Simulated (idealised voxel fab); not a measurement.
voxel self aligned vias: a process module
The cross-section shown here is cut; it is 300 nm wide and divided into square cells measuring 5 nm on a side.
Cross-section layout: square cells on a grid; listed as bands, top to bottom; a band spans one or more cell rows. Band: top height; bottom height; in nm. Then, left to right: material with width in nm, for each material. "full width": a single material spanning edge to edge. "empty": empty space. The level at which height equals 0 is the one under which the wafer, as it arrives, is entirely one material. No lower edge exists for the bottom band, which continues downward and is notated as in "0 -> down". Per-row width for "30 to 40": begins at first number (top row of band), ends at second number (bottom row), increment between rows held constant. Basically "nothing altered" means that step didn't change any cell in the cross-section. "Closed void catalog" lists enclosed empty spaces (at least 8 cells, no open path upward to the top), each as width x height at distance from the left edge, in nm. Note: text after step settings on the step line = simulator remark on that step. Regarding "overlay nm": on a step with a mask, it is the distance the mask lay to the right of its planned place; a negative value places it to the left.

## plan
1,RECEIVE | material Si
2,CONFORMAL_DEP | material SiO2 | thk nm 15
3,CONFORMAL_DEP | material SiCN | thk nm 5
4,DIRECTIONAL_DEP | material SiO2 | thk nm 25
5,PATTERN | tone open | mask id LINES | material resist | width nm 20 | pitch nm 60 | thk nm 15 | overlay nm 0
6,DIRECTIONAL_ETCH | etch materials SiO2 | depth nm 25
7,STRIP | etch materials resist
8,CONFORMAL_DEP | material TiN | thk nm 5
9,FILL_DEP | material W | thk nm 10
10,CMP | height nm 45
11,SELECTIVE_ETCH | etch materials W Ru TiN | depth nm 5
12,FILL_DEP | material SiN | thk nm 5
13,CMP | height nm 45
14,DIRECTIONAL_DEP | material SiO2 | thk nm 20
15,DIRECTIONAL_DEP | material aC | thk nm 10
16,PATTERN | tone open | mask id VIAS | material resist | width nm 40 | pitch nm 60 | thk nm 30 | overlay nm 0
17,DIRECTIONAL_ETCH | etch materials aC | depth nm 10
18,STRIP | etch materials resist
19,DIRECTIONAL_ETCH | etch materials SiO2 | depth nm 20
20,DIRECTIONAL_ETCH | etch materials SiN | depth nm 5
21,STRIP | etch materials aC
22,CONFORMAL_DEP | material TiN | thk nm 5
23,FILL_DEP | material Ru | thk nm 10
24,CMP | height nm 65
25,CONFORMAL_DEP | material SiN | thk nm 5

## First out of two wafers; run went to plan

## Cross-section of the incoming wafer, state after step 1
* 0 -> down: Si full width
* Closed void catalog: none

## Cross-section through the wafer, step 2 finished
* 15 -> 0: SiO2 full width
* Everything under 0 stays put, no change at all.

## Cross-section through the wafer, step 3 finished
* 20 -> 15: SiCN full width
* Everything under 15 stays put, no change at all.

## Cross-section through the wafer, step 4 finished
* 45 -> 20: SiO2 full width
* Everything under 20 stays put, no change at all.

## Cross-section through the wafer, step 5 finished
* 60 -> 45: resist 80 nm, then empty 20 nm, then resist 40 nm, then empty 20 nm, then resist 40 nm, then empty 20 nm, then resist 80 nm
* Everything under 45 stays put, no change at all.

## Cross-section through the wafer, step 6 finished
* 60 -> 45: resist 80 nm, then empty 20 nm, then resist 40 nm, then empty 20 nm, then resist 40 nm, then empty 20 nm, then resist 80 nm
* 45 -> 20: SiO2 80 nm, then empty 20 nm, then SiO2 40 nm, then empty 20 nm, then SiO2 40 nm, then empty 20 nm, then SiO2 80 nm
* Everything under 20 stays put, no change at all.

## Cross-section through the wafer, step 7 finished
* 45 -> 20: SiO2 80 nm, then empty 20 nm, then SiO2 40 nm, then empty 20 nm, then SiO2 40 nm, then empty 20 nm, then SiO2 80 nm
* Everything under 20 stays put, no change at all.

## Cross-section through the wafer, step 8 finished
* 50 -> 45: TiN 85 nm, then empty 10 nm, then TiN 50 nm, then empty 10 nm, then TiN 50 nm, then empty 10 nm, then TiN 85 nm
* 45 -> 25: SiO2 80 nm, then TiN 5 nm, then empty 10 nm, then TiN 5 nm, then SiO2 40 nm, then TiN 5 nm, then empty 10 nm, then TiN 5 nm, then SiO2 40 nm, then TiN 5 nm, then empty 10 nm, then TiN 5 nm, then SiO2 80 nm
* 25 -> 20: SiO2 80 nm, then TiN 20 nm, then SiO2 40 nm, then TiN 20 nm, then SiO2 40 nm, then TiN 20 nm, then SiO2 80 nm
* Everything under 20 stays put, no change at all.

## Cross-section through the wafer, step 9 finished
* 60 -> 50: W full width
* 50 -> 45: TiN 85 nm, then W 10 nm, then TiN 50 nm, then W 10 nm, then TiN 50 nm, then W 10 nm, then TiN 85 nm
* 45 -> 25: SiO2 80 nm, then TiN 5 nm, then W 10 nm, then TiN 5 nm, then SiO2 40 nm, then TiN 5 nm, then W 10 nm, then TiN 5 nm, then SiO2 40 nm, then TiN 5 nm, then W 10 nm, then TiN 5 nm, then SiO2 80 nm
* Everything under 25 stays put, no change at all.

## Cross-section through the wafer, step 10 finished
* 45 -> 25: SiO2 80 nm, then TiN 5 nm, then W 10 nm, then TiN 5 nm, then SiO2 40 nm, then TiN 5 nm, then W 10 nm, then TiN 5 nm, then SiO2 40 nm, then TiN 5 nm, then W 10 nm, then TiN 5 nm, then SiO2 80 nm
* Everything under 25 stays put, no change at all.

## Cross-section through the wafer, step 11 finished
* 45 -> 40: SiO2 80 nm, then empty 20 nm, then SiO2 40 nm, then empty 20 nm, then SiO2 40 nm, then empty 20 nm, then SiO2 80 nm
* Everything under 40 stays put, no change at all.

## Cross-section through the wafer, step 12 finished
* 50 -> 45: SiN full width
* 45 -> 40: SiO2 80 nm, then SiN 20 nm, then SiO2 40 nm, then SiN 20 nm, then SiO2 40 nm, then SiN 20 nm, then SiO2 80 nm
* Everything under 40 stays put, no change at all.

## Cross-section through the wafer, step 13 finished
* 45 -> 40: SiO2 80 nm, then SiN 20 nm, then SiO2 40 nm, then SiN 20 nm, then SiO2 40 nm, then SiN 20 nm, then SiO2 80 nm
* Everything under 40 stays put, no change at all.

## Cross-section through the wafer, step 14 finished
* 65 -> 45: SiO2 full width
* Everything under 45 stays put, no change at all.

## Cross-section through the wafer, step 15 finished
* 75 -> 65: aC full width
* Everything under 65 stays put, no change at all.

## Cross-section through the wafer, step 16 finished
* 105 -> 75: resist 70 nm, then empty 40 nm, then resist 20 nm, then empty 40 nm, then resist 20 nm, then empty 40 nm, then resist 70 nm
* Everything under 75 stays put, no change at all.

## Cross-section through the wafer, step 17 finished
* 95 -> 75: resist 70 nm, then empty 40 nm, then resist 20 nm, then empty 40 nm, then resist 20 nm, then empty 40 nm, then resist 70 nm
* 75 -> 65: aC 70 nm, then empty 40 nm, then aC 20 nm, then empty 40 nm, then aC 20 nm, then empty 40 nm, then aC 70 nm
* Everything under 65 stays put, no change at all.

## Cross-section through the wafer, step 18 finished
* 75 -> 65: aC 70 nm, then empty 40 nm, then aC 20 nm, then empty 40 nm, then aC 20 nm, then empty 40 nm, then aC 70 nm
* Everything under 65 stays put, no change at all.

## Cross-section through the wafer, step 19 finished
* 75 -> 65: aC 70 nm, then empty 40 nm, then aC 20 nm, then empty 40 nm, then aC 20 nm, then empty 40 nm, then aC 70 nm
* 65 -> 45: SiO2 70 nm, then empty 40 nm, then SiO2 20 nm, then empty 40 nm, then SiO2 20 nm, then empty 40 nm, then SiO2 70 nm
* Everything under 45 stays put, no change at all.

## Cross-section through the wafer, step 20 finished
* 75 -> 65: aC 70 nm, then empty 40 nm, then aC 20 nm, then empty 40 nm, then aC 20 nm, then empty 40 nm, then aC 70 nm
* 65 -> 45: SiO2 70 nm, then empty 40 nm, then SiO2 20 nm, then empty 40 nm, then SiO2 20 nm, then empty 40 nm, then SiO2 70 nm
* 45 -> 40: SiO2 80 nm, then empty 20 nm, then SiO2 40 nm, then empty 20 nm, then SiO2 40 nm, then empty 20 nm, then SiO2 80 nm
* Everything under 40 stays put, no change at all.

## Cross-section through the wafer, step 21 finished
* 65 -> 45: SiO2 70 nm, then empty 40 nm, then SiO2 20 nm, then empty 40 nm, then SiO2 20 nm, then empty 40 nm, then SiO2 70 nm
* Everything under 45 stays put, no change at all.

## Cross-section through the wafer, step 22 finished
* 70 -> 65: TiN 75 nm, then empty 30 nm, then TiN 30 nm, then empty 30 nm, then TiN 30 nm, then empty 30 nm, then TiN 75 nm
* 65 -> 50: SiO2 70 nm, then TiN 5 nm, then empty 30 nm, then TiN 5 nm, then SiO2 20 nm, then TiN 5 nm, then empty 30 nm, then TiN 5 nm, then SiO2 20 nm, then TiN 5 nm, then empty 30 nm, then TiN 5 nm, then SiO2 70 nm
* 50 -> 45: SiO2 70 nm, then TiN 15 nm, then empty 10 nm, then TiN 15 nm, then SiO2 20 nm, then TiN 15 nm, then empty 10 nm, then TiN 15 nm, then SiO2 20 nm, then TiN 15 nm, then empty 10 nm, then TiN 15 nm, then SiO2 70 nm
* 45 -> 40: SiO2 80 nm, then TiN 20 nm, then SiO2 40 nm, then TiN 20 nm, then SiO2 40 nm, then TiN 20 nm, then SiO2 80 nm
* Everything under 40 stays put, no change at all.

## Cross-section through the wafer, step 23 finished
* 80 -> 70: Ru full width
* 70 -> 65: TiN 75 nm, then Ru 30 nm, then TiN 30 nm, then Ru 30 nm, then TiN 30 nm, then Ru 30 nm, then TiN 75 nm
* 65 -> 50: SiO2 70 nm, then TiN 5 nm, then Ru 30 nm, then TiN 5 nm, then SiO2 20 nm, then TiN 5 nm, then Ru 30 nm, then TiN 5 nm, then SiO2 20 nm, then TiN 5 nm, then Ru 30 nm, then TiN 5 nm, then SiO2 70 nm
* 50 -> 45: SiO2 70 nm, then TiN 15 nm, then Ru 10 nm, then TiN 15 nm, then SiO2 20 nm, then TiN 15 nm, then Ru 10 nm, then TiN 15 nm, then SiO2 20 nm, then TiN 15 nm, then Ru 10 nm, then TiN 15 nm, then SiO2 70 nm
* Everything under 45 stays put, no change at all.

## Cross-section through the wafer, step 24 finished
* 65 -> 50: SiO2 70 nm, then TiN 5 nm, then Ru 30 nm, then TiN 5 nm, then SiO2 20 nm, then TiN 5 nm, then Ru 30 nm, then TiN 5 nm, then SiO2 20 nm, then TiN 5 nm, then Ru 30 nm, then TiN 5 nm, then SiO2 70 nm
* Everything under 50 stays put, no change at all.

## Cross-section through the wafer, step 25 finished
* 70 -> 65: SiN full width
* Everything under 65 stays put, no change at all.

## Notes, second wafer: start = first wafer's, plan = first wafer's, execution had one mistake; history identical to first through step 1

## Second wafer, cross-section, planned end of step 2
* 30 -> 0: SiO2 full width
* Everything under 0 stays put, no change at all.

## Second wafer, cross-section, planned end of step 3
* 35 -> 30: SiCN full width
* Everything under 30 stays put, no change at all.

## Second wafer, cross-section, planned end of step 4
* 60 -> 35: SiO2 full width
* Everything under 35 stays put, no change at all.

## Second wafer, cross-section, planned end of step 5
* 75 -> 60: resist 80 nm, then empty 20 nm, then resist 40 nm, then empty 20 nm, then resist 40 nm, then empty 20 nm, then resist 80 nm
* Everything under 60 stays put, no change at all.

## Second wafer, cross-section, planned end of step 6
* 75 -> 60: resist 80 nm, then empty 20 nm, then resist 40 nm, then empty 20 nm, then resist 40 nm, then empty 20 nm, then resist 80 nm
* 60 -> 35: SiO2 80 nm, then empty 20 nm, then SiO2 40 nm, then empty 20 nm, then SiO2 40 nm, then empty 20 nm, then SiO2 80 nm
* Everything under 35 stays put, no change at all.

## Second wafer, cross-section, planned end of step 7
* 60 -> 35: SiO2 80 nm, then empty 20 nm, then SiO2 40 nm, then empty 20 nm, then SiO2 40 nm, then empty 20 nm, then SiO2 80 nm
* Everything under 35 stays put, no change at all.

## Second wafer, cross-section, planned end of step 8
* 65 -> 60: TiN 85 nm, then empty 10 nm, then TiN 50 nm, then empty 10 nm, then TiN 50 nm, then empty 10 nm, then TiN 85 nm
* 60 -> 40: SiO2 80 nm, then TiN 5 nm, then empty 10 nm, then TiN 5 nm, then SiO2 40 nm, then TiN 5 nm, then empty 10 nm, then TiN 5 nm, then SiO2 40 nm, then TiN 5 nm, then empty 10 nm, then TiN 5 nm, then SiO2 80 nm
* 40 -> 35: SiO2 80 nm, then TiN 20 nm, then SiO2 40 nm, then TiN 20 nm, then SiO2 40 nm, then TiN 20 nm, then SiO2 80 nm
* Everything under 35 stays put, no change at all.

## Second wafer, cross-section, planned end of step 9
* 75 -> 65: W full width
* 65 -> 60: TiN 85 nm, then W 10 nm, then TiN 50 nm, then W 10 nm, then TiN 50 nm, then W 10 nm, then TiN 85 nm
* 60 -> 40: SiO2 80 nm, then TiN 5 nm, then W 10 nm, then TiN 5 nm, then SiO2 40 nm, then TiN 5 nm, then W 10 nm, then TiN 5 nm, then SiO2 40 nm, then TiN 5 nm, then W 10 nm, then TiN 5 nm, then SiO2 80 nm
* Everything under 40 stays put, no change at all.

## Second wafer, cross-section, planned end of step 10
* 45 -> 40: SiO2 80 nm, then TiN 5 nm, then W 10 nm, then TiN 5 nm, then SiO2 40 nm, then TiN 5 nm, then W 10 nm, then TiN 5 nm, then SiO2 40 nm, then TiN 5 nm, then W 10 nm, then TiN 5 nm, then SiO2 80 nm
* Everything under 40 stays put, no change at all.

## Second wafer, cross-section, planned end of step 11
* 45 -> 40: SiO2 80 nm, then empty 20 nm, then SiO2 40 nm, then empty 20 nm, then SiO2 40 nm, then empty 20 nm, then SiO2 80 nm
* Everything under 40 stays put, no change at all.

## Second wafer, cross-section, planned end of step 12
* 50 -> 45: SiN full width
* 45 -> 40: SiO2 80 nm, then SiN 20 nm, then SiO2 40 nm, then SiN 20 nm, then SiO2 40 nm, then SiN 20 nm, then SiO2 80 nm
* Everything under 40 stays put, no change at all.

## Second wafer, cross-section, planned end of step 13
* 45 -> 40: SiO2 80 nm, then SiN 20 nm, then SiO2 40 nm, then SiN 20 nm, then SiO2 40 nm, then SiN 20 nm, then SiO2 80 nm
* Everything under 40 stays put, no change at all.

## Second wafer, cross-section, planned end of step 14
* 65 -> 45: SiO2 full width
* Everything under 45 stays put, no change at all.

## Second wafer, cross-section, planned end of step 15
* 75 -> 65: aC full width
* Everything under 65 stays put, no change at all.

## Second wafer, cross-section, planned end of step 16
* 105 -> 75: resist 70 nm, then empty 40 nm, then resist 20 nm, then empty 40 nm, then resist 20 nm, then empty 40 nm, then resist 70 nm
* Everything under 75 stays put, no change at all.

## Second wafer, cross-section, planned end of step 17
* 95 -> 75: resist 70 nm, then empty 40 nm, then resist 20 nm, then empty 40 nm, then resist 20 nm, then empty 40 nm, then resist 70 nm
* 75 -> 65: aC 70 nm, then empty 40 nm, then aC 20 nm, then empty 40 nm, then aC 20 nm, then empty 40 nm, then aC 70 nm
* Everything under 65 stays put, no change at all.

## Second wafer, cross-section, planned end of step 18
* 75 -> 65: aC 70 nm, then empty 40 nm, then aC 20 nm, then empty 40 nm, then aC 20 nm, then empty 40 nm, then aC 70 nm
* Everything under 65 stays put, no change at all.

## Second wafer, cross-section, planned end of step 19
* 75 -> 65: aC 70 nm, then empty 40 nm, then aC 20 nm, then empty 40 nm, then aC 20 nm, then empty 40 nm, then aC 70 nm
* 65 -> 45: SiO2 70 nm, then empty 40 nm, then SiO2 20 nm, then empty 40 nm, then SiO2 20 nm, then empty 40 nm, then SiO2 70 nm
* Everything under 45 stays put, no change at all.

## Second wafer, cross-section, planned end of step 20
* 75 -> 65: aC 70 nm, then empty 40 nm, then aC 20 nm, then empty 40 nm, then aC 20 nm, then empty 40 nm, then aC 70 nm
* 65 -> 45: SiO2 70 nm, then empty 40 nm, then SiO2 20 nm, then empty 40 nm, then SiO2 20 nm, then empty 40 nm, then SiO2 70 nm
* 45 -> 40: SiO2 80 nm, then empty 20 nm, then SiO2 40 nm, then empty 20 nm, then SiO2 40 nm, then empty 20 nm, then SiO2 80 nm
* Everything under 40 stays put, no change at all.

## Second wafer, cross-section, planned end of step 21
* 65 -> 45: SiO2 70 nm, then empty 40 nm, then SiO2 20 nm, then empty 40 nm, then SiO2 20 nm, then empty 40 nm, then SiO2 70 nm
* Everything under 45 stays put, no change at all.

## Second wafer, cross-section, planned end of step 22
* 70 -> 65: TiN 75 nm, then empty 30 nm, then TiN 30 nm, then empty 30 nm, then TiN 30 nm, then empty 30 nm, then TiN 75 nm
* 65 -> 50: SiO2 70 nm, then TiN 5 nm, then empty 30 nm, then TiN 5 nm, then SiO2 20 nm, then TiN 5 nm, then empty 30 nm, then TiN 5 nm, then SiO2 20 nm, then TiN 5 nm, then empty 30 nm, then TiN 5 nm, then SiO2 70 nm
* 50 -> 45: SiO2 70 nm, then TiN 15 nm, then empty 10 nm, then TiN 15 nm, then SiO2 20 nm, then TiN 15 nm, then empty 10 nm, then TiN 15 nm, then SiO2 20 nm, then TiN 15 nm, then empty 10 nm, then TiN 15 nm, then SiO2 70 nm
* 45 -> 35: SiO2 80 nm, then TiN 20 nm, then SiO2 40 nm, then TiN 20 nm, then SiO2 40 nm, then TiN 20 nm, then SiO2 80 nm
* Everything under 35 stays put, no change at all.

## Second wafer, cross-section, planned end of step 23
* 80 -> 70: Ru full width
* 70 -> 65: TiN 75 nm, then Ru 30 nm, then TiN 30 nm, then Ru 30 nm, then TiN 30 nm, then Ru 30 nm, then TiN 75 nm
* 65 -> 50: SiO2 70 nm, then TiN 5 nm, then Ru 30 nm, then TiN 5 nm, then SiO2 20 nm, then TiN 5 nm, then Ru 30 nm, then TiN 5 nm, then SiO2 20 nm, then TiN 5 nm, then Ru 30 nm, then TiN 5 nm, then SiO2 70 nm
* 50 -> 45: SiO2 70 nm, then TiN 15 nm, then Ru 10 nm, then TiN 15 nm, then SiO2 20 nm, then TiN 15 nm, then Ru 10 nm, then TiN 15 nm, then SiO2 20 nm, then TiN 15 nm, then Ru 10 nm, then TiN 15 nm, then SiO2 70 nm
* Everything under 45 stays put, no change at all.

## Second wafer, cross-section, planned end of step 24
* 65 -> 50: SiO2 70 nm, then TiN 5 nm, then Ru 30 nm, then TiN 5 nm, then SiO2 20 nm, then TiN 5 nm, then Ru 30 nm, then TiN 5 nm, then SiO2 20 nm, then TiN 5 nm, then Ru 30 nm, then TiN 5 nm, then SiO2 70 nm
* Everything under 50 stays put, no change at all.

## Second wafer, cross-section, planned end of step 25
* 70 -> 65: SiN full width
* Everything under 65 stays put, no change at all.
Against the plan, the run slipped here: twice, step 2 of the plan was run
Final comparison by cell count, materials where the second wafer has more or fewer than the first: 36 more of SiO2, 18 fewer of TiN, 18 fewer of W
